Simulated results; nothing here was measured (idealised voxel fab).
Documented hereafter: the process module known as voxel transistor to metal.
Square cells of 5 nm make up the cross-section cut, whose width is 270 nm.
Cross-section = grid of square cells, listed top down in bands; band = one or more rows. In this notation a band is specified by the heights of its top and bottom, in that order and in nm, after which its materials appear from left to right, each paired with its width in nm. The word "all across" attached to a single material means that material fills the band from edge to edge; the word "air" stands for empty space. Convention: height 0 is the level below which the wafer, as received, is all one material. The lowest band does not terminate at the bottom but continues downward, represented as "0 down". Graded width ("30->40"): value in top row of band = first number; value in bottom row = second number; row-to-row change constant. A step reported as "all unchanged" is a step in which no cell of the cross-section changed. Closed void list: empty space of 8 cells or more with no open way to the top, each as width x height at its distance from the left edge, in nm. On each step's line, the part that comes after the settings is the simulator's own comment on the step. If you see "overlay nm" on a step's line and that step has a mask, it's telling you how far right of where it was planned the mask ended up; a negative number means it went left instead.
The planned process steps are enumerated hereunder:
- 1: RECEIVE,material Si
- 2: CONFORMAL_DEP,material SiO2,thk nm 5
- 3: CONFORMAL_DEP,material SiN,thk nm 10
- 4: DIRECTIONAL_DEP,material aC,thk nm 15
- 5: PATTERN,tone cover,mask id ACTIVE,material resist,width nm 105,pitch nm 135,thk nm 30,overlay nm 0
- 6: DIRECTIONAL_ETCH,etch materials aC,depth nm 15
- 7: STRIP,etch materials resist
- 8: DIRECTIONAL_ETCH,etch materials SiN,depth nm 10
- 9: DIRECTIONAL_ETCH,etch materials SiO2,depth nm 5
- 10: DIRECTIONAL_ETCH,etch materials Si,depth nm 30
- 11: STRIP,etch materials aC
- 12: FILL_DEP,material SiO2,thk nm 10
- 13: CMP,height nm 15
- 14: SELECTIVE_ETCH,etch materials SiO2,depth nm 10
- 15: STRIP,etch materials SiN
- 16: SELECTIVE_ETCH,etch materials SiO2,depth nm 5
- 17: OXIDIZE,depth nm 5
- 18: DIRECTIONAL_DEP,material polySi,thk nm 25
- 19: DIRECTIONAL_DEP,material SiCN,thk nm 15
- 20: MASKED_ETCH,tone cover,mask id GATE,width nm 15,pitch nm 135,etch materials SiCN,depth nm 25,overlay nm 0
- 21: MASKED_ETCH,tone cover,mask id GATE,width nm 15,pitch nm 135,etch materials polySi,depth nm 35,overlay nm 0
- 22: CONFORMAL_DEP,material SiN,thk nm 5
- 23: DIRECTIONAL_ETCH,etch materials SiN,depth nm 5
- 24: DIRECTIONAL_ETCH,etch materials SiO2,depth nm 5
- 25: DIRECTIONAL_ETCH,etch materials Si,depth nm 15
- 26: EPI,material pSi,thk nm 20
- 27: FILL_DEP,material SiO2,thk nm 5
- 28: CMP,height nm 40
- 29: DIRECTIONAL_DEP,material SiO2,thk nm 15
- 30: DIRECTIONAL_DEP,material aC,thk nm 10
- 31: PATTERN,tone open,mask id CONTACT,material resist,width nm 35,thk nm 30,overlay nm 0
- 32: DIRECTIONAL_ETCH,etch materials aC,depth nm 10
- 33: STRIP,etch materials resist
- 34: DIRECTIONAL_ETCH,etch materials SiO2,depth nm 55
- 35: STRIP,etch materials aC
- 36: CONFORMAL_DEP,material TiN,thk nm 5
- 37: FILL_DEP,material W,thk nm 5
- 38: CMP,height nm 55
- 39: DIRECTIONAL_DEP,material TiN,thk nm 5
- 40: DIRECTIONAL_DEP,material W,thk nm 20
- 41: MASKED_ETCH,tone cover,mask id METAL_1,width nm 20,etch materials W,depth nm 20,overlay nm 0
- 42: MASKED_ETCH,tone cover,mask id METAL_1,width nm 20,etch materials TiN,depth nm 5,overlay nm 0
- 43: CONFORMAL_DEP,material SiN,thk nm 5
- 44: FILL_DEP,material SiO2,thk nm 5
- 45: CMP,height nm 80
- 46: CONFORMAL_DEP,material SiCN,thk nm 5
- 47: DIRECTIONAL_DEP,material lowk,thk nm 35
- 48: DIRECTIONAL_DEP,material aC,thk nm 15
- 49: PATTERN,tone open,mask id METAL_2_HOLES,material resist,width nm 15,pitch nm 135,thk nm 35,overlay nm 0
- 50: DIRECTIONAL_ETCH,etch materials aC,depth nm 15
- 51: STRIP,etch materials resist
- 52: DIRECTIONAL_ETCH,etch materials lowk,depth nm 35
- 53: STRIP,etch materials aC
- 54: DIRECTIONAL_DEP,material aC,thk nm 10
- 55: PATTERN,tone open,mask id METAL_2,material resist,width nm 20,pitch nm 135,thk nm 30,overlay nm 0
- 56: DIRECTIONAL_ETCH,etch materials aC,depth nm 10
- 57: STRIP,etch materials resist
- 58: DIRECTIONAL_ETCH,etch materials lowk,depth nm 20
- 59: DIRECTIONAL_ETCH,etch materials SiCN,depth nm 5
- 60: STRIP,etch materials aC
- 61: CONFORMAL_DEP,material TiN,thk nm 5
- 62: FILL_DEP,material Cu,thk nm 5
- 63: CMP,height nm 120
- 64: CONFORMAL_DEP,material SiCN,thk nm 5
As-received state of the wafer in cross-section, equivalent to post-step 1:
- 0 down  Si all across
- Closed void list: none
The first of the two wafers as seen in cross-section once the module was finished; processing followed the plan:
- 125 to 120  SiCN all across
- 120 to 105  lowk: 20  TiN: 5  Cu: 10  TiN: 5  lowk: 115  TiN: 5  Cu: 10  TiN: 5  lowk: 95
- 105 to 100  lowk: 20  TiN: 5  Cu: 5  TiN: 10  lowk: 115  TiN: 5  Cu: 5  TiN: 10  lowk: 95
- 100 to 85  lowk: 20  TiN: 5  Cu: 5  TiN: 5  lowk: 120  TiN: 5  Cu: 5  TiN: 5  lowk: 100
- 85 to 80  SiCN: 20  TiN: 15  SiCN: 120  TiN: 15  SiCN: 100
- 80 to 60  SiO2: 15  SiN: 5  W: 20  SiN: 5  SiO2: 45  SiN: 5  W: 20  SiN: 5  SiO2: 30  SiN: 5  W: 20  SiN: 5  SiO2: 45  SiN: 5  W: 20  SiN: 5  SiO2: 15
- 60 to 55  SiN: 20  TiN: 20  SiN: 55  TiN: 20  SiN: 40  TiN: 20  SiN: 55  TiN: 20  SiN: 20
- 55 to 40  SiO2: 20  TiN: 5  W: 25  TiN: 5  SiO2: 25  TiN: 5  W: 25  TiN: 5  SiO2: 40  TiN: 5  W: 25  TiN: 5  SiO2: 25  TiN: 5  W: 25  TiN: 5  SiO2: 20
- 40 to 25  SiO2: 20  TiN: 5  W: 25  TiN: 5  SiN: 5  SiCN: 15  SiN: 5  TiN: 5  W: 25  TiN: 5  SiO2: 40  TiN: 5  W: 25  TiN: 5  SiN: 5  SiCN: 15  SiN: 5  TiN: 5  W: 25  TiN: 5  SiO2: 20
- 25 to 15  SiO2: 20  TiN: 5  W: 25->5  TiN: 5->25  SiN: 5  polySi: 15  SiN: 5  TiN: 5->25  W: 25->5  TiN: 5  SiO2: 40  TiN: 5  W: 25->5  TiN: 5->25  SiN: 5  polySi: 15  SiN: 5  TiN: 5->25  W: 25->5  TiN: 5  SiO2: 20
- 15 to 5  SiO2: 20  TiN: 5  W: 5  TiN: 5  pSi: 20  SiN: 5  polySi: 15  SiN: 5  pSi: 20  TiN: 5  W: 5  TiN: 5  SiO2: 40  TiN: 5  W: 5  TiN: 5  pSi: 20  SiN: 5  polySi: 15  SiN: 5  pSi: 20  TiN: 5  W: 5  TiN: 5  SiO2: 20
- 5 to 0  SiO2: 20  TiN: 15  pSi: 20  SiN: 5  polySi: 15  SiN: 5  pSi: 20  TiN: 15  SiO2: 40  TiN: 15  pSi: 20  SiN: 5  polySi: 15  SiN: 5  pSi: 20  TiN: 15  SiO2: 20
- 0 to -5  SiO2: 10  pSi: 45  SiO2: 25  pSi: 45  SiO2: 20  pSi: 45  SiO2: 25  pSi: 45  SiO2: 10
- -5 to -20  SiO2: 15  pSi: 40  Si: 25  pSi: 40  SiO2: 30  pSi: 40  Si: 25  pSi: 40  SiO2: 15
- -20 to -30  SiO2: 15  Si: 105  SiO2: 30  Si: 105  SiO2: 15
- -30 down  Si all across
- Closed void list: none
Second wafer through the module, sectioned at the end: same beginning and same plan as the first wafer, with one mistake in carrying it out:
- 125 to 120  SiCN all across
- 120 to 105  lowk: 20  TiN: 5  Cu: 10  TiN: 5  lowk: 115  TiN: 5  Cu: 10  TiN: 5  lowk: 95
- 105 to 100  lowk: 20  TiN: 5  Cu: 5  TiN: 10  lowk: 115  TiN: 5  Cu: 5  TiN: 10  lowk: 95
- 100 to 85  lowk: 20  TiN: 5  Cu: 5  TiN: 5  lowk: 120  TiN: 5  Cu: 5  TiN: 5  lowk: 100
- 85 to 80  SiCN: 20  TiN: 15  SiCN: 120  TiN: 15  SiCN: 100
- 80 to 60  SiO2: 15  SiN: 5  W: 20  SiN: 5  SiO2: 45  SiN: 5  W: 20  SiN: 5  SiO2: 30  SiN: 5  W: 20  SiN: 5  SiO2: 45  SiN: 5  W: 20  SiN: 5  SiO2: 15
- 60 to 55  SiN: 20  TiN: 20  SiN: 55  TiN: 20  SiN: 40  TiN: 20  SiN: 55  TiN: 20  SiN: 20
- 55 to 40  SiO2: 20  TiN: 5  W: 25  TiN: 5  SiO2: 25  TiN: 5  W: 25  TiN: 5  SiO2: 40  TiN: 5  W: 25  TiN: 5  SiO2: 25  TiN: 5  W: 25  TiN: 5  SiO2: 20
- 40 to 25  SiO2: 20  TiN: 5  W: 25  TiN: 5  SiN: 5  SiCN: 15  SiN: 5  TiN: 5  W: 25  TiN: 5  SiO2: 40  TiN: 5  W: 25  TiN: 5  SiN: 5  SiCN: 15  SiN: 5  TiN: 5  W: 25  TiN: 5  SiO2: 20
- 25 to 20  SiO2: 20  TiN: 5  W: 25  TiN: 5  SiN: 5  polySi: 15  SiN: 5  TiN: 5  W: 25  TiN: 5  SiO2: 40  TiN: 5  W: 25  TiN: 5  SiN: 5  polySi: 15  SiN: 5  TiN: 5  W: 25  TiN: 5  SiO2: 20
- 20 to 15  SiO2: 20  TiN: 35  SiN: 5  polySi: 15  SiN: 5  TiN: 35  SiO2: 40  TiN: 35  SiN: 5  polySi: 15  SiN: 5  TiN: 35  SiO2: 20
- 15 to 0  SiO2: 35  pSi: 20  SiN: 5  polySi: 15  SiN: 5  pSi: 20  SiO2: 70  pSi: 20  SiN: 5  polySi: 15  SiN: 5  pSi: 20  SiO2: 35
- 0 to -5  SiO2: 10  pSi: 45  SiO2: 25  pSi: 45  SiO2: 20  pSi: 45  SiO2: 25  pSi: 45  SiO2: 10
- -5 to -20  SiO2: 15  pSi: 40  Si: 25  pSi: 40  SiO2: 30  pSi: 40  Si: 25  pSi: 40  SiO2: 15
- -20 to -30  SiO2: 15  Si: 105  SiO2: 30  Si: 105  SiO2: 15
- -30 down  Si all across
- Closed void list: none
It is concluded that the wafer was processed incorrectly with respect to the plan, in that twice, step 29 of the plan was run
End of process, cell counts, second wafer against first, materials with more or fewer: +36 SiO2; -24 TiN; -12 W
